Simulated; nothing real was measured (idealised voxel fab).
process module | voxel transistor to metal
cross-section cut | 270 nm wide | cells 5 nm
A cross-section is a grid of square cells, given in bands from the top down. A band is one or more rows of cells.
Each band's line starts with the height of the band's top and of its bottom, in nm. Then come its materials from left to right, each with its width in nm. One material with "throughout" fills the band from edge to edge. "air" is empty space.
Height 0 is the level under which the wafer as received is all one material. The lowest band goes on downwards, as in "0 down".
A width such as "30 to 40" changes by the same amount from each row of cells to the next, from the band's top row to its bottom row.
"no change" after a step means that no cell of the cross-section changed.
closed voids: empty space of 8 cells or more with no open way to the top, each as width x height at its distance from the left edge, in nm
after a step's settings: what the simulator itself notes on the step
overlay nm, on a step with a mask: how far to the right of its planned place the mask lay; to the left if negative
plan
1 op RECEIVE | material Si
2 op OXIDIZE | depth nm 5
3 op CONFORMAL_DEP | material SiN | thk nm 10
4 op MASKED_ETCH | tone cover | mask id ACTIVE | width nm 95 | pitch nm 115 | etch materials SiN | depth nm 10 | overlay nm 0
5 op MASKED_ETCH | tone cover | mask id ACTIVE | width nm 95 | pitch nm 115 | etch materials SiO2 | depth nm 5 | overlay nm 0
6 op MASKED_ETCH | tone cover | mask id ACTIVE | width nm 95 | pitch nm 115 | etch materials Si | depth nm 25 | overlay nm 0
7 op OXIDIZE | depth nm 5
8 op FILL_DEP | material SiO2 | thk nm 10
9 op CMP | height nm 10
10 op SELECTIVE_ETCH | etch materials SiO2 | depth nm 5
11 op STRIP | etch materials SiN
12 op SELECTIVE_ETCH | etch materials SiO2 | depth nm 5
13 op OXIDIZE | depth nm 5
14 op DIRECTIONAL_DEP | material polySi | thk nm 30
15 op DIRECTIONAL_DEP | material SiCN | thk nm 10
16 op MASKED_ETCH | tone cover | mask id GATE | width nm 15 | pitch nm 115 | etch materials SiCN | depth nm 20 | overlay nm 0
17 op MASKED_ETCH | tone cover | mask id GATE | width nm 15 | pitch nm 115 | etch materials polySi | depth nm 40 | overlay nm 0
18 op CONFORMAL_DEP | material SiO2 | thk nm 5
19 op DIRECTIONAL_ETCH | etch materials SiO2 | depth nm 5
20 op CONFORMAL_DEP | material SiN | thk nm 10
21 op DIRECTIONAL_ETCH | etch materials SiN | depth nm 10
22 op DIRECTIONAL_ETCH | etch materials SiO2 | depth nm 5
23 op DIRECTIONAL_ETCH | etch materials Si | depth nm 5
24 op EPI | material nSi | thk nm 15
25 op FILL_DEP | material SiO2 | thk nm 10
26 op CMP | height nm 35
27 op DIRECTIONAL_DEP | material SiO2 | thk nm 15
28 op DIRECTIONAL_DEP | material aC | thk nm 15
29 op PATTERN | tone open | mask id CONTACT | material resist | width nm 30 | thk nm 35 | overlay nm 0
30 op DIRECTIONAL_ETCH | etch materials aC | depth nm 15
31 op STRIP | etch materials resist
32 op DIRECTIONAL_ETCH | etch materials SiO2 | depth nm 45
33 op STRIP | etch materials aC
34 op CONFORMAL_DEP | material TiN | thk nm 5
35 op FILL_DEP | material W | thk nm 10
36 op CMP | height nm 50
37 op DIRECTIONAL_DEP | material TiN | thk nm 5
38 op DIRECTIONAL_DEP | material Ru | thk nm 15
39 op MASKED_ETCH | tone cover | mask id METAL_1 | width nm 15 | etch materials Ru | depth nm 15 | overlay nm 0
40 op MASKED_ETCH | tone cover | mask id METAL_1 | width nm 15 | etch materials TiN | depth nm 5 | overlay nm 0
41 op CONFORMAL_DEP | material SiCN | thk nm 5
42 op FILL_DEP | material SiO2 | thk nm 5
43 op CMP | height nm 70
44 op CONFORMAL_DEP | material SiCN | thk nm 5
varied across the wafers: depth nm of step 23. The plan shows the first wafer's value. All wafers start alike
first wafer as received, after step 1
  0 down: Si throughout
  closed voids: none
first wafer at the end, after step 44
  75 to 70: SiCN throughout
  70 to 55: SiO2 30 | SiCN 5 | Ru 15 | SiCN 5 | SiO2 45 | SiCN 5 | Ru 15 | SiCN 5 | SiO2 20 | SiCN 5 | Ru 15 | SiCN 5 | SiO2 45 | SiCN 5 | Ru 15 | SiCN 5 | SiO2 30
  55 to 50: SiCN 35 | TiN 15 | SiCN 55 | TiN 15 | SiCN 30 | TiN 15 | SiCN 55 | TiN 15 | SiCN 35
  50 to 40: SiO2 35 | TiN 5 | W 20 | TiN 5 | SiO2 25 | TiN 5 | W 20 | TiN 5 | SiO2 30 | TiN 5 | W 20 | TiN 5 | SiO2 25 | TiN 5 | W 20 | TiN 5 | SiO2 35
  40 to 35: SiO2 35 | TiN 5 | W 10 | TiN 15 | SiO2 25 | TiN 15 | W 10 | TiN 5 | SiO2 30 | TiN 5 | W 10 | TiN 15 | SiO2 25 | TiN 15 | W 10 | TiN 5 | SiO2 35
  35 to 25: SiO2 35 | TiN 5 | W 10 | TiN 5 | SiN 10 | SiO2 5 | SiCN 15 | SiO2 5 | SiN 10 | TiN 5 | W 10 | TiN 5 | SiO2 30 | TiN 5 | W 10 | TiN 5 | SiN 10 | SiO2 5 | SiCN 15 | SiO2 5 | SiN 10 | TiN 5 | W 10 | TiN 5 | SiO2 35
  25 to 10: SiO2 35 | TiN 5 | W 10 | TiN 5 | SiN 10 | SiO2 5 | polySi 15 | SiO2 5 | SiN 10 | TiN 5 | W 10 | TiN 5 | SiO2 30 | TiN 5 | W 10 | TiN 5 | SiN 10 | SiO2 5 | polySi 15 | SiO2 5 | SiN 10 | TiN 5 | W 10 | TiN 5 | SiO2 35
  10 to 5: SiO2 35 | TiN 20 | SiN 10 | SiO2 5 | polySi 15 | SiO2 5 | SiN 10 | TiN 20 | SiO2 30 | TiN 20 | SiN 10 | SiO2 5 | polySi 15 | SiO2 5 | SiN 10 | TiN 20 | SiO2 35
  5 to 0: SiO2 35 | nSi 20 | SiN 10 | SiO2 5 | polySi 15 | SiO2 5 | SiN 10 | nSi 20 | SiO2 30 | nSi 20 | SiN 10 | SiO2 5 | polySi 15 | SiO2 5 | SiN 10 | nSi 20 | SiO2 35
  0 to -5: SiO2 30 | SiN 10 | nSi 15 | SiN 10 | SiO2 5 | polySi 15 | SiO2 5 | SiN 10 | nSi 15 | SiN 10 | SiO2 20 | SiN 10 | nSi 15 | SiN 10 | SiO2 5 | polySi 15 | SiO2 5 | SiN 10 | nSi 15 | SiN 10 | SiO2 30
  -5 to -10: SiO2 40 | nSi 15 | SiO2 45 | nSi 15 | SiO2 40 | nSi 15 | SiO2 45 | nSi 15 | SiO2 40
  -10 to -15: SiO2 35 | Si 5 | nSi 15 | Si 45 | nSi 15 | Si 5 | SiO2 30 | Si 5 | nSi 15 | Si 45 | nSi 15 | Si 5 | SiO2 35
  -15 to -35: SiO2 35 | Si 85 | SiO2 30 | Si 85 | SiO2 35
  -35 down: Si throughout
  closed voids: none
last wafer at the end
  75 to 70: SiCN throughout
  70 to 55: SiO2 30 | SiCN 5 | Ru 15 | SiCN 5 | SiO2 45 | SiCN 5 | Ru 15 | SiCN 5 | SiO2 20 | SiCN 5 | Ru 15 | SiCN 5 | SiO2 45 | SiCN 5 | Ru 15 | SiCN 5 | SiO2 30
  55 to 50: SiCN 35 | TiN 15 | SiCN 55 | TiN 15 | SiCN 30 | TiN 15 | SiCN 55 | TiN 15 | SiCN 35
  50 to 40: SiO2 35 | TiN 5 | W 20 | TiN 5 | SiO2 25 | TiN 5 | W 20 | TiN 5 | SiO2 30 | TiN 5 | W 20 | TiN 5 | SiO2 25 | TiN 5 | W 20 | TiN 5 | SiO2 35
  40 to 35: SiO2 35 | TiN 5 | W 10 | TiN 15 | SiO2 25 | TiN 15 | W 10 | TiN 5 | SiO2 30 | TiN 5 | W 10 | TiN 15 | SiO2 25 | TiN 15 | W 10 | TiN 5 | SiO2 35
  35 to 25: SiO2 35 | TiN 5 | W 10 | TiN 5 | SiN 10 | SiO2 5 | SiCN 15 | SiO2 5 | SiN 10 | TiN 5 | W 10 | TiN 5 | SiO2 30 | TiN 5 | W 10 | TiN 5 | SiN 10 | SiO2 5 | SiCN 15 | SiO2 5 | SiN 10 | TiN 5 | W 10 | TiN 5 | SiO2 35
  25 to 10: SiO2 35 | TiN 5 | W 10 | TiN 5 | SiN 10 | SiO2 5 | polySi 15 | SiO2 5 | SiN 10 | TiN 5 | W 10 | TiN 5 | SiO2 30 | TiN 5 | W 10 | TiN 5 | SiN 10 | SiO2 5 | polySi 15 | SiO2 5 | SiN 10 | TiN 5 | W 10 | TiN 5 | SiO2 35
  10 to 5: SiO2 35 | TiN 20 | SiN 10 | SiO2 5 | polySi 15 | SiO2 5 | SiN 10 | TiN 20 | SiO2 30 | TiN 20 | SiN 10 | SiO2 5 | polySi 15 | SiO2 5 | SiN 10 | TiN 20 | SiO2 35
  5 to 0: SiO2 35 | nSi 20 | SiN 10 | SiO2 5 | polySi 15 | SiO2 5 | SiN 10 | nSi 20 | SiO2 30 | nSi 20 | SiN 10 | SiO2 5 | polySi 15 | SiO2 5 | SiN 10 | nSi 20 | SiO2 35
  0 to -5: SiO2 30 | SiN 10 | nSi 15 | SiN 10 | SiO2 5 | polySi 15 | SiO2 5 | SiN 10 | nSi 15 | SiN 10 | SiO2 20 | SiN 10 | nSi 15 | SiN 10 | SiO2 5 | polySi 15 | SiO2 5 | SiN 10 | nSi 15 | SiN 10 | SiO2 30
  -5 to -10: SiO2 40 | nSi 15 | SiO2 45 | nSi 15 | SiO2 40 | nSi 15 | SiO2 45 | nSi 15 | SiO2 40
  -10 to -35: SiO2 35 | Si 5 | nSi 15 | Si 45 | nSi 15 | Si 5 | SiO2 30 | Si 5 | nSi 15 | Si 45 | nSi 15 | Si 5 | SiO2 35
  -35 to -40: Si 40 | nSi 15 | Si 45 | nSi 15 | Si 40 | nSi 15 | Si 45 | nSi 15 | Si 40
  -40 down: Si throughout
  closed voids: none
each wafer at the end: cells of each material gained (+) or lost (-) since it was received, then its closed voids
depth nm 5 | +36 Ru | -220 Si | +132 SiCN | +72 SiN | +522 SiO2 | +100 TiN | +80 W | +52 nSi | +36 polySi | closed voids: none
depth nm 10 | +36 Ru | -232 Si | +132 SiCN | +72 SiN | +522 SiO2 | +100 TiN | +80 W | +64 nSi | +36 polySi | closed voids: none
depth nm 15 | +36 Ru | -244 Si | +132 SiCN | +72 SiN | +522 SiO2 | +100 TiN | +80 W | +76 nSi | +36 polySi | closed voids: none
depth nm 20 | +36 Ru | -256 Si | +132 SiCN | +72 SiN | +522 SiO2 | +100 TiN | +80 W | +88 nSi | +36 polySi | closed voids: none
depth nm 25 | +36 Ru | -268 Si | +132 SiCN | +72 SiN | +522 SiO2 | +100 TiN | +80 W | +100 nSi | +36 polySi | closed voids: none
depth nm 30 | +36 Ru | -280 Si | +132 SiCN | +72 SiN | +522 SiO2 | +100 TiN | +80 W | +112 nSi | +36 polySi | closed voids: none
